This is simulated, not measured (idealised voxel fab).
process module | voxel air gaps
cross-section cut | 300 nm wide | cells 5 nm
A cross-section is a grid of square cells, given in bands from the top down. A band is one or more rows of cells.
Each band's line starts with the height of the band's top and of its bottom, in nm. Then come its materials from left to right, each with its width in nm. One material with "throughout" fills the band from edge to edge. "air" is empty space.
Height 0 is the level under which the wafer as received is all one material. The lowest band goes on downwards, as in "0 down".
A width such as "30 to 40" changes by the same amount from each row of cells to the next, from the band's top row to its bottom row.
"no change" after a step means that no cell of the cross-section changed.
closed voids: empty space of 8 cells or more with no open way to the top, each as width x height at its distance from the left edge, in nm
after a step's settings: what the simulator itself notes on the step
overlay nm, on a step with a mask: how far to the right of its planned place the mask lay; to the left if negative
plan
1 op RECEIVE | material Si
2 op CONFORMAL_DEP | material SiO2 | thk nm 10
3 op CONFORMAL_DEP | material SiN | thk nm 5
4 op DIRECTIONAL_DEP | material lowk | thk nm 40
5 op MASKED_ETCH | tone open | mask id LINES | width nm 15 | pitch nm 45 | etch materials lowk | depth nm 40 | overlay nm 0
6 op CONFORMAL_DEP | material TiN | thk nm 5
7 op FILL_DEP | material Ru | thk nm 10
8 op CMP | height nm 55
9 op EPI | material Ru | thk nm 10
10 op SELECTIVE_ETCH | etch materials lowk | depth nm 50
11 op CONFORMAL_DEP | material SiN | thk nm 5
as received, after step 1
  0 down: Si throughout
  closed voids: none
first wafer at the end, as planned
  70 to 65: air 80 | SiN 135 | air 85
  65 to 55: air 80 | SiN 5 | Ru 35 | SiN 10 | Ru 35 | SiN 10 | Ru 35 | SiN 5 | air 85
  55 to 50: air 80 | SiN 15 | TiN 5 | Ru 5 | TiN 5 | SiN 30 | TiN 5 | Ru 5 | TiN 5 | SiN 30 | TiN 5 | Ru 5 | TiN 5 | SiN 15 | air 85
  50 to 20: air 90 | SiN 5 | TiN 5 | Ru 5 | TiN 5 | SiN 5 | air 20 | SiN 5 | TiN 5 | Ru 5 | TiN 5 | SiN 5 | air 20 | SiN 5 | TiN 5 | Ru 5 | TiN 5 | SiN 5 | air 95
  20 to 15: SiN 95 | TiN 15 | SiN 30 | TiN 15 | SiN 30 | TiN 15 | SiN 100
  15 to 10: SiN throughout
  10 to 0: SiO2 throughout
  0 down: Si throughout
  closed voids: 20 x 30 at 115; 20 x 30 at 160
second wafer at the end: like start, like plan, one mistake
  70 to 65: SiN throughout
  65 to 55: Ru throughout
  55 to 20: Ru 90 | TiN 5 | lowk 15 | TiN 5 | Ru 20 | TiN 5 | lowk 15 | TiN 5 | Ru 20 | TiN 5 | lowk 15 | TiN 5 | Ru 95
  20 to 15: TiN 95 | lowk 15 | TiN 30 | lowk 15 | TiN 30 | lowk 15 | TiN 100
  15 to 10: SiN throughout
  10 to 0: SiO2 throughout
  0 down: Si throughout
  closed voids: none
what went wrong: step 5 ran as: op MASKED_ETCH | tone cover | mask id LINES | width nm 15 | pitch nm 45 | etch materials lowk | depth nm 40 | overlay nm 0
at the end the second wafer has, in cells: 372 more of Ru | 84 fewer of SiN | 42 more of TiN | 72 more of lowk
closed voids at the end (first wafer, second wafer): 2, 0
